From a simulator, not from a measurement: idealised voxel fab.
A process module follows: voxel capacitor over wiring.
Cross-section cut spans 220 nm and uses square cells 5 nm in size.
Throughout this document, each cross-section is represented as a grid of square cells and is presented as a sequence of bands enumerated from the top downward, where a band comprises one or more rows of cells.
Each band's line starts with the height of the band's top and of its bottom, in nm. Then come its materials from left to right, each with its width in nm. One material with "throughout" fills the band from edge to edge. "empty" is empty space.
Heights are expressed relative to 0, this being the level below which the as-received wafer comprises one material exclusively. The lowest band is unbounded in the downward direction and is denoted as in "0..down".
Width spec "30->40" -> top row of cells at first value, bottom row at second value, equal per-row change in between.
Key: "left unchanged" - step with no changed cell in the cross-section.
"Closed-off voids": empty spaces of 8 cells or more with no open way to the top, each given as width x height at distance, distance from the left edge, all in nm.
Text after the settings on a step's line: the simulator's own remark on that step.
"overlay nm" on a masked step: distance the mask lay right of its planned place, negative for left.
**So here's the lineup of process steps we planned**
1) RECEIVE [material Si]
2) CONFORMAL_DEP [material SiO2] [thk nm 10]
3) DIRECTIONAL_DEP [material TiN] [thk nm 5]
4) DIRECTIONAL_DEP [material W] [thk nm 20]
5) MASKED_ETCH [tone cover] [mask id METAL_1] [width nm 30] [pitch nm 100] [etch materials W] [depth nm 20] [overlay nm 0]
6) MASKED_ETCH [tone cover] [mask id METAL_1] [width nm 30] [pitch nm 100] [etch materials TiN] [depth nm 5] [overlay nm 0]
7) CONFORMAL_DEP [material SiN] [thk nm 5]
8) FILL_DEP [material lowk] [thk nm 10]
9) CMP [height nm 35]
10) CONFORMAL_DEP [material SiCN] [thk nm 5]
11) DIRECTIONAL_DEP [material lowk] [thk nm 15]
12) PATTERN [tone open] [mask id PLUG_1] [material resist] [width nm 15] [thk nm 15] [overlay nm 0]
13) DIRECTIONAL_ETCH [etch materials lowk] [depth nm 15]
14) DIRECTIONAL_ETCH [etch materials SiCN] [depth nm 5]
15) STRIP [etch materials resist]
16) EPI [material Ru] [thk nm 10]
17) EPI [material Ru] [thk nm 10]
18) DIRECTIONAL_DEP [material TiN] [thk nm 10]
19) DIRECTIONAL_DEP [material Al2O3] [thk nm 5]
20) DIRECTIONAL_DEP [material TiN] [thk nm 5]
21) MASKED_ETCH [tone cover] [mask id UPPER_PLATE] [width nm 75] [etch materials TiN] [depth nm 5] [overlay nm 0]
22) MASKED_ETCH [tone cover] [mask id UPPER_PLATE] [width nm 75] [etch materials Al2O3] [depth nm 5] [overlay nm 0]
23) MASKED_ETCH [tone cover] [mask id LOWER_PLATE] [width nm 85] [etch materials TiN] [depth nm 10] [overlay nm 0]
24) FILL_DEP [material SiO2] [thk nm 15]
25) CMP [height nm 85]
26) MASKED_ETCH [tone open] [mask id PLUG_2] [width nm 15] [etch materials SiO2] [depth nm 5] [overlay nm 0]
27) CONFORMAL_DEP [material TiN] [thk nm 5]
28) FILL_DEP [material W] [thk nm 10]
29) CMP [height nm 85]
30) CONFORMAL_DEP [material SiN] [thk nm 5]
Across this set of wafers, the varied parameter is the depth nm of step 26. Starting conditions are identical for every wafer, and the plan reports the value assigned to the first wafer.
**After step 1, as received: first of several wafers, cross-section**
0..down = Si throughout
Closed-off voids: none
**The first of several wafers, seen in cross-section after the module's last step, step 30**
90..85 = SiN throughout
85..80 = SiO2=70  TiN=15  SiO2=135
80..75 = SiO2 throughout
75..70 = SiO2=60  TiN=75  SiO2=85
70..65 = SiO2=60  Al2O3=75  SiO2=85
65..55 = SiO2=55  TiN=85  SiO2=80
55..40 = lowk=60  Ru=15  lowk=145
40..35 = SiCN=60  Ru=15  SiCN=145
35..15 = lowk=40  SiN=5  W=30  SiN=5  lowk=60  SiN=5  W=30  SiN=5  lowk=40
15..10 = SiN=45  TiN=30  SiN=70  TiN=30  SiN=45
10..0 = SiO2 throughout
0..down = Si throughout
Closed-off voids: none
**Last wafer, end of module, cross-section**
90..85 = SiN throughout
85..80 = SiO2=70  TiN=5  W=5  TiN=5  SiO2=135
80..70 = SiO2=70->60  TiN=15->75  SiO2=135->85
70..65 = SiO2=60  Al2O3=75  SiO2=85
65..55 = SiO2=55  TiN=85  SiO2=80
55..40 = lowk=60  Ru=15  lowk=145
40..35 = SiCN=60  Ru=15  SiCN=145
35..15 = lowk=40  SiN=5  W=30  SiN=5  lowk=60  SiN=5  W=30  SiN=5  lowk=40
15..10 = SiN=45  TiN=30  SiN=70  TiN=30  SiN=45
10..0 = SiO2 throughout
0..down = Si throughout
Closed-off voids: none
**The rows of the table below are wafers. Looking at the end of the module, a row counts, for every material, the cells the wafer has gained, shown as (+), or lost, shown as (-), since it was received; its closed voids come next**
depth nm 5, +15 Al2O3, +12 Ru, +41 SiCN, +92 SiN, +285 SiO2, +64 TiN, +48 W, +235 lowk, Closed-off voids: none
depth nm 10, +15 Al2O3, +12 Ru, +41 SiCN, +92 SiN, +282 SiO2, +66 TiN, +49 W, +235 lowk, Closed-off voids: none
depth nm 15, +15 Al2O3, +12 Ru, +41 SiCN, +92 SiN, +282 SiO2, +66 TiN, +49 W, +235 lowk, Closed-off voids: none
depth nm 20, +15 Al2O3, +12 Ru, +41 SiCN, +92 SiN, +282 SiO2, +66 TiN, +49 W, +235 lowk, Closed-off voids: none
depth nm 25, +15 Al2O3, +12 Ru, +41 SiCN, +92 SiN, +282 SiO2, +66 TiN, +49 W, +235 lowk, Closed-off voids: none
